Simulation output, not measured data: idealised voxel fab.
Name of the process module below: voxel capacitor over wiring
cross-section cut | 200 nm wide | cells 5 nm
Throughout this document, each cross-section is represented as a grid of square cells and is presented as a sequence of bands enumerated from the top downward, where a band comprises one or more rows of cells.
A band entry consists of two parts. The first gives the height of the band's top and the height of its bottom, in nm. The rest lists the band's materials from left to right, each with its width in nm. A single material labelled with the word "all across" fills the band from edge to edge, and the word "air" marks empty space.
Where do heights start? At 0: under that level the wafer as delivered is made of one material only. And the lowest band has no floor; it just carries on downward, as in "z 0 and below".
Top row gets the first number, bottom row gets the second, and each row in between changes by the same step: that is how a band width like "30->40" works.
The designation "everything unchanged", where it is given for a processing step, indicates that no cell of the cross-section was altered in the course of that step.
If an empty space has no open way to the top and is at least 8 cells in size, "Non-vented voids" lists it, written width x height at distance, where distance is measured from the left edge and every value is in nm.
Anything after a step's settings on that line? It's the simulator's own note about the step.
overlay nm, on a step with a mask: how far to the right of its planned place the mask lay; to the left if negative
THE PLANNED PROCESS STEPS ARE ENUMERATED HEREUNDER
1 RECEIVE, material Si
2 CONFORMAL_DEP, material SiO2, thk nm 15
3 DIRECTIONAL_DEP, material TiN, thk nm 5
4 DIRECTIONAL_DEP, material W, thk nm 25
5 MASKED_ETCH, tone cover, mask id METAL_1, width nm 20, pitch nm 90, etch materials W, depth nm 25, overlay nm 0
6 MASKED_ETCH, tone cover, mask id METAL_1, width nm 20, pitch nm 90, etch materials TiN, depth nm 5, overlay nm 0
7 FILL_DEP, material SiO2, thk nm 10
8 CMP, height nm 45
9 CONFORMAL_DEP, material SiCN, thk nm 5
10 DIRECTIONAL_DEP, material SiO2, thk nm 20
11 DIRECTIONAL_DEP, material aC, thk nm 10
12 PATTERN, tone open, mask id PLUG_1, material resist, width nm 15, thk nm 25, overlay nm 0
13 DIRECTIONAL_ETCH, etch materials aC, depth nm 10
14 STRIP, etch materials resist
15 DIRECTIONAL_ETCH, etch materials SiO2, depth nm 20
16 DIRECTIONAL_ETCH, etch materials SiCN, depth nm 5
17 STRIP, etch materials aC
18 CONFORMAL_DEP, material TiN, thk nm 5
19 FILL_DEP, material W, thk nm 5
20 CMP, height nm 70
21 DIRECTIONAL_DEP, material TiN, thk nm 10
22 DIRECTIONAL_DEP, material HfO2, thk nm 5
23 DIRECTIONAL_DEP, material TiN, thk nm 5
24 DIRECTIONAL_DEP, material aC, thk nm 15
25 PATTERN, tone cover, mask id UPPER_PLATE, material resist, width nm 75, thk nm 30, overlay nm 0
26 DIRECTIONAL_ETCH, etch materials aC, depth nm 15
27 STRIP, etch materials resist
28 DIRECTIONAL_ETCH, etch materials TiN, depth nm 5
29 DIRECTIONAL_ETCH, etch materials HfO2, depth nm 5
30 STRIP, etch materials aC
31 PATTERN, tone cover, mask id LOWER_PLATE, material resist, width nm 85, thk nm 20, overlay nm 0
32 DIRECTIONAL_ETCH, etch materials TiN, depth nm 10
33 STRIP, etch materials resist
34 FILL_DEP, material SiO2, thk nm 20
35 CMP, height nm 105
36 DIRECTIONAL_DEP, material aC, thk nm 15
37 PATTERN, tone open, mask id PLUG_2, material resist, width nm 15, thk nm 35, overlay nm 0
38 DIRECTIONAL_ETCH, etch materials aC, depth nm 15
39 STRIP, etch materials resist
40 DIRECTIONAL_ETCH, etch materials SiO2, depth nm 15
41 STRIP, etch materials aC
42 CONFORMAL_DEP, material TiN, thk nm 5
43 FILL_DEP, material Cu, thk nm 5
44 CMP, height nm 105
45 CONFORMAL_DEP, material SiN, thk nm 5
FIRST WAFER OUT OF TWO, PROCESSED AS PLANNED
WAFER AS RECEIVED: CROSS-SECTION FOLLOWING STEP 1
* z 0 and below: Si all across
* Non-vented voids: none
CROSS-SECTION OF THE WAFER AFTER STEP 2
* z 15 to 0: SiO2 all across
* All layers under 0 are left as they were.
CROSS-SECTION OF THE WAFER AFTER STEP 3
* z 20 to 15: TiN all across
* All layers under 15 are left as they were.
CROSS-SECTION OF THE WAFER AFTER STEP 4
* z 45 to 20: W all across
* All layers under 20 are left as they were.
CROSS-SECTION OF THE WAFER AFTER STEP 5
* z 45 to 20: air=45  W=20  air=70  W=20  air=45
* All layers under 20 are left as they were.
CROSS-SECTION OF THE WAFER AFTER STEP 6
* z 45 to 20: air=45  W=20  air=70  W=20  air=45
* z 20 to 15: air=45  TiN=20  air=70  TiN=20  air=45
* All layers under 15 are left as they were.
CROSS-SECTION OF THE WAFER AFTER STEP 7
* z 55 to 45: SiO2 all across
* z 45 to 20: SiO2=45  W=20  SiO2=70  W=20  SiO2=45
* z 20 to 15: SiO2=45  TiN=20  SiO2=70  TiN=20  SiO2=45
* All layers under 15 are left as they were.
CROSS-SECTION OF THE WAFER AFTER STEP 8
* z 45 to 20: SiO2=45  W=20  SiO2=70  W=20  SiO2=45
* All layers under 20 are left as they were.
CROSS-SECTION OF THE WAFER AFTER STEP 9
* z 50 to 45: SiCN all across
* All layers under 45 are left as they were.
CROSS-SECTION OF THE WAFER AFTER STEP 10
* z 70 to 50: SiO2 all across
* All layers under 50 are left as they were.
CROSS-SECTION OF THE WAFER AFTER STEP 11
* z 80 to 70: aC all across
* All layers under 70 are left as they were.
CROSS-SECTION OF THE WAFER AFTER STEP 12
* z 105 to 80: resist=50  air=15  resist=135
* All layers under 80 are left as they were.
CROSS-SECTION OF THE WAFER AFTER STEP 13
* z 95 to 80: resist=50  air=15  resist=135
* z 80 to 70: aC=50  air=15  aC=135
* All layers under 70 are left as they were.
CROSS-SECTION OF THE WAFER AFTER STEP 14
* z 80 to 70: aC=50  air=15  aC=135
* All layers under 70 are left as they were.
CROSS-SECTION OF THE WAFER AFTER STEP 15
* z 80 to 70: aC=50  air=15  aC=135
* z 70 to 50: SiO2=50  air=15  SiO2=135
* All layers under 50 are left as they were.
CROSS-SECTION OF THE WAFER AFTER STEP 16
* z 80 to 70: aC=50  air=15  aC=135
* z 70 to 50: SiO2=50  air=15  SiO2=135
* z 50 to 45: SiCN=50  air=15  SiCN=135
* All layers under 45 are left as they were.
CROSS-SECTION OF THE WAFER AFTER STEP 17
* z 70 to 50: SiO2=50  air=15  SiO2=135
* All layers under 50 are left as they were.
CROSS-SECTION OF THE WAFER AFTER STEP 18
* z 75 to 70: TiN=55  air=5  TiN=140
* z 70 to 50: SiO2=50  TiN=5  air=5  TiN=5  SiO2=135
* z 50 to 45: SiCN=50  TiN=15  SiCN=135
* All layers under 45 are left as they were.
CROSS-SECTION OF THE WAFER AFTER STEP 19
* z 80 to 75: W all across
* z 75 to 70: TiN=55  W=5  TiN=140
* z 70 to 50: SiO2=50  TiN=5  W=5  TiN=5  SiO2=135
* All layers under 50 are left as they were.
CROSS-SECTION OF THE WAFER AFTER STEP 20
* z 70 to 50: SiO2=50  TiN=5  W=5  TiN=5  SiO2=135
* All layers under 50 are left as they were.
CROSS-SECTION OF THE WAFER AFTER STEP 21
* z 80 to 70: TiN all across
* All layers under 70 are left as they were.
CROSS-SECTION OF THE WAFER AFTER STEP 22
* z 85 to 80: HfO2 all across
* All layers under 80 are left as they were.
CROSS-SECTION OF THE WAFER AFTER STEP 23
* z 90 to 85: TiN all across
* All layers under 85 are left as they were.
CROSS-SECTION OF THE WAFER AFTER STEP 24
* z 105 to 90: aC all across
* All layers under 90 are left as they were.
CROSS-SECTION OF THE WAFER AFTER STEP 25
* z 135 to 105: air=50  resist=75  air=75
* All layers under 105 are left as they were.
CROSS-SECTION OF THE WAFER AFTER STEP 26
* z 120 to 105: air=50  resist=75  air=75
* z 105 to 90: air=50  aC=75  air=75
* All layers under 90 are left as they were.
CROSS-SECTION OF THE WAFER AFTER STEP 27
* z 105 to 90: air=50  aC=75  air=75
* All layers under 90 are left as they were.
CROSS-SECTION OF THE WAFER AFTER STEP 28
* z 105 to 90: air=50  aC=75  air=75
* z 90 to 85: air=50  TiN=75  air=75
* All layers under 85 are left as they were.
CROSS-SECTION OF THE WAFER AFTER STEP 29
* z 105 to 90: air=50  aC=75  air=75
* z 90 to 85: air=50  TiN=75  air=75
* z 85 to 80: air=50  HfO2=75  air=75
* All layers under 80 are left as they were.
CROSS-SECTION OF THE WAFER AFTER STEP 30
* z 90 to 85: air=50  TiN=75  air=75
* All layers under 85 are left as they were.
CROSS-SECTION OF THE WAFER AFTER STEP 31
* z 110 to 90: air=45  resist=85  air=70
* z 90 to 85: air=45  resist=5  TiN=75  resist=5  air=70
* z 85 to 80: air=45  resist=5  HfO2=75  resist=5  air=70
* All layers under 80 are left as they were.
CROSS-SECTION OF THE WAFER AFTER STEP 32
* z 110 to 90: air=45  resist=85  air=70
* z 90 to 85: air=45  resist=5  TiN=75  resist=5  air=70
* z 85 to 80: air=45  resist=5  HfO2=75  resist=5  air=70
* z 80 to 70: air=45  TiN=85  air=70
* All layers under 70 are left as they were.
CROSS-SECTION OF THE WAFER AFTER STEP 33
* z 90 to 85: air=50  TiN=75  air=75
* z 85 to 80: air=50  HfO2=75  air=75
* All layers under 80 are left as they were.
CROSS-SECTION OF THE WAFER AFTER STEP 34
* z 110 to 90: SiO2 all across
* z 90 to 85: SiO2=50  TiN=75  SiO2=75
* z 85 to 80: SiO2=50  HfO2=75  SiO2=75
* z 80 to 70: SiO2=45  TiN=85  SiO2=70
* All layers under 70 are left as they were.
CROSS-SECTION OF THE WAFER AFTER STEP 35
* z 105 to 90: SiO2 all across
* All layers under 90 are left as they were.
CROSS-SECTION OF THE WAFER AFTER STEP 36
* z 120 to 105: aC all across
* All layers under 105 are left as they were.
CROSS-SECTION OF THE WAFER AFTER STEP 37
* z 155 to 120: resist=60  air=15  resist=125
* All layers under 120 are left as they were.
CROSS-SECTION OF THE WAFER AFTER STEP 38
* z 140 to 120: resist=60  air=15  resist=125
* z 120 to 105: aC=60  air=15  aC=125
* All layers under 105 are left as they were.
CROSS-SECTION OF THE WAFER AFTER STEP 39
* z 120 to 105: aC=60  air=15  aC=125
* All layers under 105 are left as they were.
CROSS-SECTION OF THE WAFER AFTER STEP 40
* z 120 to 105: aC=60  air=15  aC=125
* z 105 to 90: SiO2=60  air=15  SiO2=125
* All layers under 90 are left as they were.
CROSS-SECTION OF THE WAFER AFTER STEP 41
* z 105 to 90: SiO2=60  air=15  SiO2=125
* All layers under 90 are left as they were.
CROSS-SECTION OF THE WAFER AFTER STEP 42
* z 110 to 105: TiN=65  air=5  TiN=130
* z 105 to 95: SiO2=60  TiN=5  air=5  TiN=5  SiO2=125
* z 95 to 85: SiO2=60->50  TiN=15->75  SiO2=125->75
* All layers under 85 are left as they were.
CROSS-SECTION OF THE WAFER AFTER STEP 43
* z 115 to 110: Cu all across
* z 110 to 105: TiN=65  Cu=5  TiN=130
* z 105 to 95: SiO2=60  TiN=5  Cu=5  TiN=5  SiO2=125
* All layers under 95 are left as they were.
CROSS-SECTION OF THE WAFER AFTER STEP 44
* z 105 to 95: SiO2=60  TiN=5  Cu=5  TiN=5  SiO2=125
* All layers under 95 are left as they were.
CROSS-SECTION OF THE WAFER AFTER STEP 45
* z 110 to 105: SiN all across
* All layers under 105 are left as they were.
WAFER TWO. IDENTICAL START, IDENTICAL PLAN. ONE MISTAKE IN EXECUTION. IDENTICAL HISTORY THROUGH STEP 7
SECOND WAFER CROSS-SECTION, TAKEN AS OF THE TIME THE PLAN SETS FOR STEP 8 TO BE DONE
* z 50 to 45: SiO2 all across
* All layers under 45 are left as they were.
SECOND WAFER CROSS-SECTION, TAKEN AS OF THE TIME THE PLAN SETS FOR STEP 9 TO BE DONE
* z 55 to 50: SiCN all across
* All layers under 50 are left as they were.
SECOND WAFER CROSS-SECTION, TAKEN AS OF THE TIME THE PLAN SETS FOR STEP 10 TO BE DONE
* z 75 to 55: SiO2 all across
* All layers under 55 are left as they were.
SECOND WAFER CROSS-SECTION, TAKEN AS OF THE TIME THE PLAN SETS FOR STEP 11 TO BE DONE
* z 85 to 75: aC all across
* All layers under 75 are left as they were.
SECOND WAFER CROSS-SECTION, TAKEN AS OF THE TIME THE PLAN SETS FOR STEP 12 TO BE DONE
* z 110 to 85: resist=50  air=15  resist=135
* All layers under 85 are left as they were.
SECOND WAFER CROSS-SECTION, TAKEN AS OF THE TIME THE PLAN SETS FOR STEP 13 TO BE DONE
* z 100 to 85: resist=50  air=15  resist=135
* z 85 to 75: aC=50  air=15  aC=135
* All layers under 75 are left as they were.
SECOND WAFER CROSS-SECTION, TAKEN AS OF THE TIME THE PLAN SETS FOR STEP 14 TO BE DONE
* z 85 to 75: aC=50  air=15  aC=135
* All layers under 75 are left as they were.
SECOND WAFER CROSS-SECTION, TAKEN AS OF THE TIME THE PLAN SETS FOR STEP 15 TO BE DONE
* z 85 to 75: aC=50  air=15  aC=135
* z 75 to 55: SiO2=50  air=15  SiO2=135
* All layers under 55 are left as they were.
SECOND WAFER CROSS-SECTION, TAKEN AS OF THE TIME THE PLAN SETS FOR STEP 16 TO BE DONE
* z 85 to 75: aC=50  air=15  aC=135
* z 75 to 55: SiO2=50  air=15  SiO2=135
* z 55 to 50: SiCN=50  air=15  SiCN=135
* All layers under 50 are left as they were.
SECOND WAFER CROSS-SECTION, TAKEN AS OF THE TIME THE PLAN SETS FOR STEP 17 TO BE DONE
* z 75 to 55: SiO2=50  air=15  SiO2=135
* All layers under 55 are left as they were.
SECOND WAFER CROSS-SECTION, TAKEN AS OF THE TIME THE PLAN SETS FOR STEP 18 TO BE DONE
* z 80 to 75: TiN=55  air=5  TiN=140
* z 75 to 55: SiO2=50  TiN=5  air=5  TiN=5  SiO2=135
* z 55 to 50: SiCN=50  TiN=15  SiCN=135
* All layers under 50 are left as they were.
SECOND WAFER CROSS-SECTION, TAKEN AS OF THE TIME THE PLAN SETS FOR STEP 19 TO BE DONE
* z 85 to 80: W all across
* z 80 to 75: TiN=55  W=5  TiN=140
* z 75 to 55: SiO2=50  TiN=5  W=5  TiN=5  SiO2=135
* All layers under 55 are left as they were.
SECOND WAFER CROSS-SECTION, TAKEN AS OF THE TIME THE PLAN SETS FOR STEP 20 TO BE DONE
* z 70 to 55: SiO2=50  TiN=5  W=5  TiN=5  SiO2=135
* All layers under 55 are left as they were.
SECOND WAFER CROSS-SECTION, TAKEN AS OF THE TIME THE PLAN SETS FOR STEP 21 TO BE DONE
* z 80 to 70: TiN all across
* All layers under 70 are left as they were.
SECOND WAFER CROSS-SECTION, TAKEN AS OF THE TIME THE PLAN SETS FOR STEP 22 TO BE DONE
* z 85 to 80: HfO2 all across
* All layers under 80 are left as they were.
SECOND WAFER CROSS-SECTION, TAKEN AS OF THE TIME THE PLAN SETS FOR STEP 23 TO BE DONE
* z 90 to 85: TiN all across
* All layers under 85 are left as they were.
SECOND WAFER CROSS-SECTION, TAKEN AS OF THE TIME THE PLAN SETS FOR STEP 24 TO BE DONE
* z 105 to 90: aC all across
* All layers under 90 are left as they were.
SECOND WAFER CROSS-SECTION, TAKEN AS OF THE TIME THE PLAN SETS FOR STEP 25 TO BE DONE
* z 135 to 105: air=50  resist=75  air=75
* All layers under 105 are left as they were.
SECOND WAFER CROSS-SECTION, TAKEN AS OF THE TIME THE PLAN SETS FOR STEP 26 TO BE DONE
* z 120 to 105: air=50  resist=75  air=75
* z 105 to 90: air=50  aC=75  air=75
* All layers under 90 are left as they were.
SECOND WAFER CROSS-SECTION, TAKEN AS OF THE TIME THE PLAN SETS FOR STEP 27 TO BE DONE
* z 105 to 90: air=50  aC=75  air=75
* All layers under 90 are left as they were.
SECOND WAFER CROSS-SECTION, TAKEN AS OF THE TIME THE PLAN SETS FOR STEP 28 TO BE DONE
* z 105 to 90: air=50  aC=75  air=75
* z 90 to 85: air=50  TiN=75  air=75
* All layers under 85 are left as they were.
SECOND WAFER CROSS-SECTION, TAKEN AS OF THE TIME THE PLAN SETS FOR STEP 29 TO BE DONE
* z 105 to 90: air=50  aC=75  air=75
* z 90 to 85: air=50  TiN=75  air=75
* z 85 to 80: air=50  HfO2=75  air=75
* All layers under 80 are left as they were.
SECOND WAFER CROSS-SECTION, TAKEN AS OF THE TIME THE PLAN SETS FOR STEP 30 TO BE DONE
* z 90 to 85: air=50  TiN=75  air=75
* All layers under 85 are left as they were.
SECOND WAFER CROSS-SECTION, TAKEN AS OF THE TIME THE PLAN SETS FOR STEP 31 TO BE DONE
* z 110 to 90: air=45  resist=85  air=70
* z 90 to 85: air=45  resist=5  TiN=75  resist=5  air=70
* z 85 to 80: air=45  resist=5  HfO2=75  resist=5  air=70
* All layers under 80 are left as they were.
SECOND WAFER CROSS-SECTION, TAKEN AS OF THE TIME THE PLAN SETS FOR STEP 32 TO BE DONE
* z 110 to 90: air=45  resist=85  air=70
* z 90 to 85: air=45  resist=5  TiN=75  resist=5  air=70
* z 85 to 80: air=45  resist=5  HfO2=75  resist=5  air=70
* z 80 to 70: air=45  TiN=85  air=70
* All layers under 70 are left as they were.
SECOND WAFER CROSS-SECTION, TAKEN AS OF THE TIME THE PLAN SETS FOR STEP 33 TO BE DONE
* z 90 to 85: air=50  TiN=75  air=75
* z 85 to 80: air=50  HfO2=75  air=75
* All layers under 80 are left as they were.
SECOND WAFER CROSS-SECTION, TAKEN AS OF THE TIME THE PLAN SETS FOR STEP 34 TO BE DONE
* z 110 to 90: SiO2 all across
* z 90 to 85: SiO2=50  TiN=75  SiO2=75
* z 85 to 80: SiO2=50  HfO2=75  SiO2=75
* z 80 to 70: SiO2=45  TiN=85  SiO2=70
* All layers under 70 are left as they were.
SECOND WAFER CROSS-SECTION, TAKEN AS OF THE TIME THE PLAN SETS FOR STEP 35 TO BE DONE
* z 105 to 90: SiO2 all across
* All layers under 90 are left as they were.
SECOND WAFER CROSS-SECTION, TAKEN AS OF THE TIME THE PLAN SETS FOR STEP 36 TO BE DONE
* z 120 to 105: aC all across
* All layers under 105 are left as they were.
SECOND WAFER CROSS-SECTION, TAKEN AS OF THE TIME THE PLAN SETS FOR STEP 37 TO BE DONE
* z 155 to 120: resist=60  air=15  resist=125
* All layers under 120 are left as they were.
SECOND WAFER CROSS-SECTION, TAKEN AS OF THE TIME THE PLAN SETS FOR STEP 38 TO BE DONE
* z 140 to 120: resist=60  air=15  resist=125
* z 120 to 105: aC=60  air=15  aC=125
* All layers under 105 are left as they were.
SECOND WAFER CROSS-SECTION, TAKEN AS OF THE TIME THE PLAN SETS FOR STEP 39 TO BE DONE
* z 120 to 105: aC=60  air=15  aC=125
* All layers under 105 are left as they were.
SECOND WAFER CROSS-SECTION, TAKEN AS OF THE TIME THE PLAN SETS FOR STEP 40 TO BE DONE
* z 120 to 105: aC=60  air=15  aC=125
* z 105 to 90: SiO2=60  air=15  SiO2=125
* All layers under 90 are left as they were.
SECOND WAFER CROSS-SECTION, TAKEN AS OF THE TIME THE PLAN SETS FOR STEP 41 TO BE DONE
* z 105 to 90: SiO2=60  air=15  SiO2=125
* All layers under 90 are left as they were.
SECOND WAFER CROSS-SECTION, TAKEN AS OF THE TIME THE PLAN SETS FOR STEP 42 TO BE DONE
* z 110 to 105: TiN=65  air=5  TiN=130
* z 105 to 95: SiO2=60  TiN=5  air=5  TiN=5  SiO2=125
* z 95 to 85: SiO2=60->50  TiN=15->75  SiO2=125->75
* All layers under 85 are left as they were.
SECOND WAFER CROSS-SECTION, TAKEN AS OF THE TIME THE PLAN SETS FOR STEP 43 TO BE DONE
* z 115 to 110: Cu all across
* z 110 to 105: TiN=65  Cu=5  TiN=130
* z 105 to 95: SiO2=60  TiN=5  Cu=5  TiN=5  SiO2=125
* All layers under 95 are left as they were.
SECOND WAFER CROSS-SECTION, TAKEN AS OF THE TIME THE PLAN SETS FOR STEP 44 TO BE DONE
* z 105 to 95: SiO2=60  TiN=5  Cu=5  TiN=5  SiO2=125
* All layers under 95 are left as they were.
SECOND WAFER CROSS-SECTION, TAKEN AS OF THE TIME THE PLAN SETS FOR STEP 45 TO BE DONE
* z 110 to 105: SiN all across
* All layers under 105 are left as they were.
Want to know what went wrong? contrary to plan, step 8 was performed as CMP, height nm 50
At the finish, the second wafer shows more or fewer cells for some materials than the first does: SiO2 +3; TiN -2; W -1
